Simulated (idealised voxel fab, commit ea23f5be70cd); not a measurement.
Process module, titled voxel released beams
Each square cell in cross-section cut measures 5 nm, and the section as a whole is 245 nm wide.
If you're reading a cross-section in this doc, picture square cells in a grid; it comes to you as bands, top ones listed first down to the bottom, and a band can be one or more rows of cells.
For a band, the entry starts with two heights in nm, that of the top and then that of the bottom, and carries on with the band's materials in order from left to right, each alongside its width in nm; the word "everywhere" beside a single material means it fills the band edge to edge, and "air" means empty space.
Beneath 0, the wafer as received is one material, and that level is where height counting begins. The lowest band goes on downward without a bottom; it is written like "from 0 down".
A width given as "30..40" starts at the first number in the band's top row and ends at the second number in its bottom row, shifting by an equal amount at every step from row to row.
"nothing altered", as given for a step, is the statement that not any cell of the cross-section underwent a change during that step.
"Sealed void inventory" lists enclosed empty spaces (at least 8 cells, no open path upward to the top), each as width x height at distance from the left edge, in nm.
It should be noted that, on the line of a given step, the content following the step's settings is a remark produced by the simulator itself with respect to that step.
On any step carrying a mask, the "overlay nm" setting, if present on the step's line, tells how far right of its planned place the mask lay; negative values point to the left.

[Process steps (planned)]
- 1: RECEIVE | material Si
- 2: CONFORMAL_DEP | material Al2O3 | thk nm 5
- 3: DIRECTIONAL_DEP | material SiO2 | thk nm 15
- 4: MASKED_ETCH | tone open | mask id ANCHOR | width nm 25 | etch materials SiO2 | depth nm 15 | overlay nm 0
- 5: CONFORMAL_DEP | material polySi | thk nm 10
- 6: MASKED_ETCH | tone cover | mask id BEAM | width nm 70 | etch materials polySi | depth nm 10 | overlay nm 0
- 7: STRIP | etch materials SiO2

[First of two wafers - as planned]

[Cross-section: wafer on arrival = after step 1]
  from 0 down: Si everywhere
  Sealed void inventory: none

[State of the wafer after step 2, shown in cross-section]
  from 5 to 0: Al2O3 everywhere
  Beneath the level 0, the cross-section is identical to its previous state.

[State of the wafer after step 3, shown in cross-section]
  from 20 to 5: SiO2 everywhere
  Beneath the level 5, the cross-section is identical to its previous state.

[State of the wafer after step 4, shown in cross-section]
  from 20 to 5: SiO2 90 nm / air 25 nm / SiO2 130 nm
  Beneath the level 5, the cross-section is identical to its previous state.

[State of the wafer after step 5, shown in cross-section]
  from 30 to 20: polySi 100 nm / air 5 nm / polySi 140 nm
  from 20 to 15: SiO2 90 nm / polySi 10 nm / air 5 nm / polySi 10 nm / SiO2 130 nm
  from 15 to 5: SiO2 90 nm / polySi 25 nm / SiO2 130 nm
  Beneath the level 5, the cross-section is identical to its previous state.

[State of the wafer after step 6, shown in cross-section]
  from 30 to 20: air 85 nm / polySi 15 nm / air 5 nm / polySi 50 nm / air 90 nm
  Beneath the level 20, the cross-section is identical to its previous state.

[State of the wafer after step 7, shown in cross-section]
  from 30 to 20: air 85 nm / polySi 15 nm / air 5 nm / polySi 50 nm / air 90 nm
  from 20 to 15: air 90 nm / polySi 10 nm / air 5 nm / polySi 10 nm / air 130 nm
  from 15 to 5: air 90 nm / polySi 25 nm / air 130 nm
  Beneath the level 5, the cross-section is identical to its previous state.

[For the second wafer, take the first wafer's start and plan, then add one mistake made in running it; everything through step 5, that step included, is shared with the first]

[Here is the second wafer in cross-section at the point where step 6 of the plan should have been done]
  from 30 to 20: air 80 nm / polySi 20 nm / air 5 nm / polySi 45 nm / air 95 nm
  Beneath the level 20, the cross-section is identical to its previous state.

[Here is the second wafer in cross-section at the point where step 7 of the plan should have been done]
  from 30 to 20: air 80 nm / polySi 20 nm / air 5 nm / polySi 45 nm / air 95 nm
  from 20 to 15: air 90 nm / polySi 10 nm / air 5 nm / polySi 10 nm / air 130 nm
  from 15 to 5: air 90 nm / polySi 25 nm / air 130 nm
  Beneath the level 5, the cross-section is identical to its previous state.
Where did the run depart from the plan? so step 6 ended up running with a different setting than we planned, it ran as MASKED_ETCH | tone cover | mask id BEAM | width nm 70 | etch materials polySi | depth nm 10 | overlay nm -5
Tallied in cells, the final second wafer holds each material in the same quantity as the first, although not at the same places.
